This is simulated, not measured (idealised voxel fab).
This section sets out a process module, namely voxel self aligned contacts.
It is cross-section cut that appears here, measuring 250 nm in width, its square cells being 5 nm in size.
A cross-section is a grid of square cells, given in bands from the top down. A band is one or more rows of cells. Look at the band entry: it leads with the top's height and the bottom's height in nm. Then it lists the materials left to right, with a width in nm for each. The word "throughout" on a single material says that material fills the band edge to edge. The word "empty" is empty space. The reference from which all heights are counted is 0, the level beneath which the as-received wafer is entirely one material; the lowest band, having no lower bound, proceeds downward and is written after the example "top 0, no bottom". Top row gets the first number, bottom row gets the second, and each row in between changes by the same step: that is how a band width like "30..40" works. "no alterations made" for a step: no cell of the cross-section changed in that step. Sealed internal cavities: empty space of 8 cells or more with no open way to the top, each as width x height at its distance from the left edge, in nm. Post-settings text on a step line: simulator's own remark regarding the step. overlay nm: where the mask lay relative to plan, measured to the right, on steps with a mask; negatives go left.

### List of planned process steps
step 1: RECEIVE,material Si
step 2: CONFORMAL_DEP,material SiO2,thk nm 5
step 3: DIRECTIONAL_DEP,material polySi,thk nm 20
step 4: DIRECTIONAL_DEP,material SiN,thk nm 20
step 5: DIRECTIONAL_DEP,material aC,thk nm 15
step 6: PATTERN,tone cover,mask id GATE,material resist,width nm 35,pitch nm 70,thk nm 35,overlay nm -15
step 7: DIRECTIONAL_ETCH,etch materials aC,depth nm 15
step 8: STRIP,etch materials resist
step 9: DIRECTIONAL_ETCH,etch materials SiN,depth nm 20
step 10: DIRECTIONAL_ETCH,etch materials polySi,depth nm 20
step 11: STRIP,etch materials aC
step 12: CONFORMAL_DEP,material SiN,thk nm 5
step 13: DIRECTIONAL_ETCH,etch materials SiN,depth nm 5
step 14: FILL_DEP,material SiO2,thk nm 10
step 15: CMP,height nm 50
step 16: DIRECTIONAL_DEP,material aC,thk nm 15
step 17: PATTERN,tone open,mask id CONTACT,material resist,width nm 55,thk nm 30,overlay nm 0
step 18: DIRECTIONAL_ETCH,etch materials aC,depth nm 15
step 19: STRIP,etch materials resist
step 20: DIRECTIONAL_ETCH,etch materials SiO2,depth nm 50
step 21: STRIP,etch materials aC
step 22: CONFORMAL_DEP,material TiN,thk nm 5
step 23: FILL_DEP,material W,thk nm 10
step 24: CMP,height nm 50
step 25: CONFORMAL_DEP,material SiCN,thk nm 5
Variable across wafers: step 6 overlay nm (plan value is that of the first wafer; starting state common to all).

### Cross-section of the first of several wafers as received (after step 1)
- top 0, no bottom  Si throughout
- Sealed internal cavities: none

### Note: the following table is arranged by wafer, a row apiece. Each row reports the end-of-module state: per material, cells gained (+) or cells lost (-) compared with the wafer as received; closed voids follow
overlay nm -15, +50 SiCN, +88 SiN, +300 SiO2, +29 TiN, +27 W, +56 polySi, Sealed internal cavities: none
overlay nm -10, +50 SiCN, +88 SiN, +300 SiO2, +29 TiN, +27 W, +56 polySi, Sealed internal cavities: none
overlay nm -5, +50 SiCN, +88 SiN, +300 SiO2, +29 TiN, +27 W, +56 polySi, Sealed internal cavities: none
overlay nm 0, +50 SiCN, +88 SiN, +300 SiO2, +29 TiN, +27 W, +56 polySi, Sealed internal cavities: none
overlay nm 5, +50 SiCN, +88 SiN, +300 SiO2, +29 TiN, +27 W, +56 polySi, Sealed internal cavities: none
overlay nm 10, +50 SiCN, +88 SiN, +300 SiO2, +29 TiN, +27 W, +56 polySi, Sealed internal cavities: none
overlay nm 15, +50 SiCN, +88 SiN, +300 SiO2, +29 TiN, +27 W, +56 polySi, Sealed internal cavities: none
